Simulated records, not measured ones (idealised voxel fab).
The following is a process module called voxel capacitor over wiring.
cross-section cut | 265 nm wide | cells 5 nm
How to read a cross-section here: the picture is a grid of square cells, written as bands going from the top down, and any band can span one or more rows of cells. A band entry consists of two parts. The first gives the height of the band's top and the height of its bottom, in nm. The rest lists the band's materials from left to right, each with its width in nm. A single material labelled with the word "everywhere" fills the band from edge to edge, and the word "empty" marks empty space. Convention: height 0 is the level below which the wafer, as received, is all one material. The lowest band does not terminate at the bottom but continues downward, represented as "from 0 down". Per-row width for "30..40": begins at first number (top row of band), ends at second number (bottom row), increment between rows held constant. It should be understood that the words "no modification", when stated for a given step, signify that the cross-section underwent no change in any of its cells during that step. Closed-off voids of 8+ cells (no open route to the top) go in "Entrapped voids", written width x height at distance from the left edge, in nm. On a step's line, text after the settings is the simulator commenting on that step. For masked steps, "overlay nm" on the step line gives how far right of plan the mask actually lay; a minus sign means it lay to the left.
So here's the lineup of process steps we planned
1. RECEIVE (material Si)
2. CONFORMAL_DEP (material SiO2; thk nm 15)
3. CONFORMAL_DEP (material SiN; thk nm 5)
4. DIRECTIONAL_DEP (material lowk; thk nm 25)
5. PATTERN (tone open; mask id METAL_1; material resist; width nm 30; pitch nm 85; thk nm 15; overlay nm 0)
6. DIRECTIONAL_ETCH (etch materials lowk; depth nm 25)
7. DIRECTIONAL_ETCH (etch materials SiN; depth nm 5)
8. STRIP (etch materials resist)
9. CONFORMAL_DEP (material TiN; thk nm 5)
10. FILL_DEP (material W; thk nm 10)
11. CMP (height nm 45)
12. EPI (material Ru; thk nm 5)
13. FILL_DEP (material SiCN; thk nm 5)
14. DIRECTIONAL_DEP (material lowk; thk nm 20)
15. MASKED_ETCH (tone open; mask id PLUG_1; width nm 15; etch materials lowk; depth nm 20; overlay nm 0)
16. MASKED_ETCH (tone open; mask id PLUG_1; width nm 15; etch materials SiCN; depth nm 5; overlay nm 0)
17. CONFORMAL_DEP (material TiN; thk nm 5)
18. FILL_DEP (material Cu; thk nm 5)
19. CMP (height nm 75)
20. DIRECTIONAL_DEP (material TiN; thk nm 10)
21. DIRECTIONAL_DEP (material HfO2; thk nm 5)
22. DIRECTIONAL_DEP (material TiN; thk nm 5)
23. DIRECTIONAL_DEP (material aC; thk nm 15)
24. PATTERN (tone cover; mask id UPPER_PLATE; material resist; width nm 60; thk nm 35; overlay nm 0)
25. DIRECTIONAL_ETCH (etch materials aC; depth nm 15)
26. STRIP (etch materials resist)
27. DIRECTIONAL_ETCH (etch materials TiN; depth nm 5)
28. DIRECTIONAL_ETCH (etch materials HfO2; depth nm 5)
29. STRIP (etch materials aC)
30. MASKED_ETCH (tone cover; mask id LOWER_PLATE; width nm 70; etch materials TiN; depth nm 10; overlay nm 0)
31. FILL_DEP (material SiO2; thk nm 15)
32. CMP (height nm 105)
33. PATTERN (tone open; mask id PLUG_2; material resist; width nm 15; thk nm 15; overlay nm 0)
34. DIRECTIONAL_ETCH (etch materials SiO2; depth nm 10)
35. STRIP (etch materials resist)
36. CONFORMAL_DEP (material TiN; thk nm 5)
37. FILL_DEP (material Ru; thk nm 5)
38. CMP (height nm 105)
39. CONFORMAL_DEP (material SiCN; thk nm 5)
On the first of the two wafers: run conducted according to plan
Incoming wafer, cross-sectional view, post step 1
from 0 down | Si everywhere
Entrapped voids: none
Wafer xsec, post step 2
from 15 to 0 | SiO2 everywhere
Below 0, no change.
Wafer xsec, post step 3
from 20 to 15 | SiN everywhere
Below 15, no change.
Wafer xsec, post step 4
from 45 to 20 | lowk everywhere
Below 20, no change.
Wafer xsec, post step 5
from 60 to 45 | 75 of resist  30 of empty  55 of resist  30 of empty  75 of resist
Below 45, no change.
Wafer xsec, post step 6
from 60 to 45 | 75 of resist  30 of empty  55 of resist  30 of empty  75 of resist
from 45 to 20 | 75 of lowk  30 of empty  55 of lowk  30 of empty  75 of lowk
Below 20, no change.
Wafer xsec, post step 7
from 60 to 45 | 75 of resist  30 of empty  55 of resist  30 of empty  75 of resist
from 45 to 20 | 75 of lowk  30 of empty  55 of lowk  30 of empty  75 of lowk
from 20 to 15 | 75 of SiN  30 of empty  55 of SiN  30 of empty  75 of SiN
Below 15, no change.
Wafer xsec, post step 8
from 45 to 20 | 75 of lowk  30 of empty  55 of lowk  30 of empty  75 of lowk
Below 20, no change.
Wafer xsec, post step 9
from 50 to 45 | 80 of TiN  20 of empty  65 of TiN  20 of empty  80 of TiN
from 45 to 20 | 75 of lowk  5 of TiN  20 of empty  5 of TiN  55 of lowk  5 of TiN  20 of empty  5 of TiN  75 of lowk
from 20 to 15 | 75 of SiN  30 of TiN  55 of SiN  30 of TiN  75 of SiN
Below 15, no change.
Wafer xsec, post step 10
from 60 to 50 | W everywhere
from 50 to 45 | 80 of TiN  20 of W  65 of TiN  20 of W  80 of TiN
from 45 to 20 | 75 of lowk  5 of TiN  20 of W  5 of TiN  55 of lowk  5 of TiN  20 of W  5 of TiN  75 of lowk
Below 20, no change.
Wafer xsec, post step 11
from 45 to 20 | 75 of lowk  5 of TiN  20 of W  5 of TiN  55 of lowk  5 of TiN  20 of W  5 of TiN  75 of lowk
Below 20, no change.
Wafer xsec, post step 12
from 50 to 45 | 70 of empty  40 of Ru  45 of empty  40 of Ru  70 of empty
Below 45, no change.
Wafer xsec, post step 13
from 55 to 50 | SiCN everywhere
from 50 to 45 | 70 of SiCN  40 of Ru  45 of SiCN  40 of Ru  70 of SiCN
Below 45, no change.
Wafer xsec, post step 14
from 75 to 55 | lowk everywhere
Below 55, no change.
Wafer xsec, post step 15
from 75 to 55 | 90 of lowk  15 of empty  160 of lowk
Below 55, no change.
Wafer xsec, post step 16
from 75 to 55 | 90 of lowk  15 of empty  160 of lowk
from 55 to 50 | 90 of SiCN  15 of empty  160 of SiCN
Below 50, no change.
Wafer xsec, post step 17
from 80 to 75 | 95 of TiN  5 of empty  165 of TiN
from 75 to 55 | 90 of lowk  5 of TiN  5 of empty  5 of TiN  160 of lowk
from 55 to 50 | 90 of SiCN  15 of TiN  160 of SiCN
Below 50, no change.
Wafer xsec, post step 18
from 85 to 80 | Cu everywhere
from 80 to 75 | 95 of TiN  5 of Cu  165 of TiN
from 75 to 55 | 90 of lowk  5 of TiN  5 of Cu  5 of TiN  160 of lowk
Below 55, no change.
Wafer xsec, post step 19
from 75 to 55 | 90 of lowk  5 of TiN  5 of Cu  5 of TiN  160 of lowk
Below 55, no change.
Wafer xsec, post step 20
from 85 to 75 | TiN everywhere
Below 75, no change.
Wafer xsec, post step 21
from 90 to 85 | HfO2 everywhere
Below 85, no change.
Wafer xsec, post step 22
from 95 to 90 | TiN everywhere
Below 90, no change.
Wafer xsec, post step 23
from 110 to 95 | aC everywhere
Below 95, no change.
Wafer xsec, post step 24
from 145 to 110 | 90 of empty  60 of resist  115 of empty
Below 110, no change.
Wafer xsec, post step 25
from 130 to 110 | 90 of empty  60 of resist  115 of empty
from 110 to 95 | 90 of empty  60 of aC  115 of empty
Below 95, no change.
Wafer xsec, post step 26
from 110 to 95 | 90 of empty  60 of aC  115 of empty
Below 95, no change.
Wafer xsec, post step 27
from 110 to 95 | 90 of empty  60 of aC  115 of empty
from 95 to 90 | 90 of empty  60 of TiN  115 of empty
Below 90, no change.
Wafer xsec, post step 28
from 110 to 95 | 90 of empty  60 of aC  115 of empty
from 95 to 90 | 90 of empty  60 of TiN  115 of empty
from 90 to 85 | 90 of empty  60 of HfO2  115 of empty
Below 85, no change.
Wafer xsec, post step 29
from 95 to 90 | 90 of empty  60 of TiN  115 of empty
Below 90, no change.
Wafer xsec, post step 30
from 95 to 90 | 90 of empty  60 of TiN  115 of empty
from 90 to 85 | 90 of empty  60 of HfO2  115 of empty
from 85 to 75 | 85 of empty  70 of TiN  110 of empty
Below 75, no change.
Wafer xsec, post step 31
from 110 to 95 | SiO2 everywhere
from 95 to 90 | 90 of SiO2  60 of TiN  115 of SiO2
from 90 to 85 | 90 of SiO2  60 of HfO2  115 of SiO2
from 85 to 75 | 85 of SiO2  70 of TiN  110 of SiO2
Below 75, no change.
Wafer xsec, post step 32
from 105 to 95 | SiO2 everywhere
Below 95, no change.
Wafer xsec, post step 33
from 120 to 105 | 100 of resist  15 of empty  150 of resist
Below 105, no change.
Wafer xsec, post step 34
from 120 to 105 | 100 of resist  15 of empty  150 of resist
from 105 to 95 | 100 of SiO2  15 of empty  150 of SiO2
Below 95, no change.
Wafer xsec, post step 35
from 105 to 95 | 100 of SiO2  15 of empty  150 of SiO2
Below 95, no change.
Wafer xsec, post step 36
from 110 to 105 | 105 of TiN  5 of empty  155 of TiN
from 105 to 100 | 100 of SiO2  5 of TiN  5 of empty  5 of TiN  150 of SiO2
from 100 to 90 | 100..90 of SiO2  15..60 of TiN  150..115 of SiO2
Below 90, no change.
Wafer xsec, post step 37
from 115 to 110 | Ru everywhere
from 110 to 105 | 105 of TiN  5 of Ru  155 of TiN
from 105 to 100 | 100 of SiO2  5 of TiN  5 of Ru  5 of TiN  150 of SiO2
Below 100, no change.
Wafer xsec, post step 38
from 105 to 100 | 100 of SiO2  5 of TiN  5 of Ru  5 of TiN  150 of SiO2
Below 100, no change.
Wafer xsec, post step 39
from 110 to 105 | SiCN everywhere
Below 105, no change.
Second wafer, same starting state and plan as the first, one mistake in the run, identical through step 29
Second wafer profile in section, at the moment step 30 of the plan was meant to be complete
from 95 to 90 | 90 of empty  60 of TiN  115 of empty
from 90 to 85 | 90 of empty  60 of HfO2  115 of empty
from 85 to 75 | 90 of empty  65 of TiN  110 of empty
Below 75, no change.
Second wafer profile in section, at the moment step 31 of the plan was meant to be complete
from 110 to 95 | SiO2 everywhere
from 95 to 90 | 90 of SiO2  60 of TiN  115 of SiO2
from 90 to 85 | 90 of SiO2  60 of HfO2  115 of SiO2
from 85 to 75 | 90 of SiO2  65 of TiN  110 of SiO2
Below 75, no change.
Second wafer profile in section, at the moment step 32 of the plan was meant to be complete
from 105 to 95 | SiO2 everywhere
Below 95, no change.
Second wafer profile in section, at the moment step 33 of the plan was meant to be complete
from 120 to 105 | 100 of resist  15 of empty  150 of resist
Below 105, no change.
Second wafer profile in section, at the moment step 34 of the plan was meant to be complete
from 120 to 105 | 100 of resist  15 of empty  150 of resist
from 105 to 95 | 100 of SiO2  15 of empty  150 of SiO2
Below 95, no change.
Second wafer profile in section, at the moment step 35 of the plan was meant to be complete
from 105 to 95 | 100 of SiO2  15 of empty  150 of SiO2
Below 95, no change.
Second wafer profile in section, at the moment step 36 of the plan was meant to be complete
from 110 to 105 | 105 of TiN  5 of empty  155 of TiN
from 105 to 100 | 100 of SiO2  5 of TiN  5 of empty  5 of TiN  150 of SiO2
from 100 to 90 | 100..90 of SiO2  15..60 of TiN  150..115 of SiO2
Below 90, no change.
Second wafer profile in section, at the moment step 37 of the plan was meant to be complete
from 115 to 110 | Ru everywhere
from 110 to 105 | 105 of TiN  5 of Ru  155 of TiN
from 105 to 100 | 100 of SiO2  5 of TiN  5 of Ru  5 of TiN  150 of SiO2
Below 100, no change.
Second wafer profile in section, at the moment step 38 of the plan was meant to be complete
from 105 to 100 | 100 of SiO2  5 of TiN  5 of Ru  5 of TiN  150 of SiO2
Below 100, no change.
Second wafer profile in section, at the moment step 39 of the plan was meant to be complete
from 110 to 105 | SiCN everywhere
Below 105, no change.
Error vs. plan: not per plan at step 30, really ran MASKED_ETCH (tone cover; mask id LOWER_PLATE; width nm 65; etch materials TiN; depth nm 10; overlay nm 0)
At the finish, the second wafer shows more or fewer cells for some materials than the first does: +2 SiO2 | -2 TiN
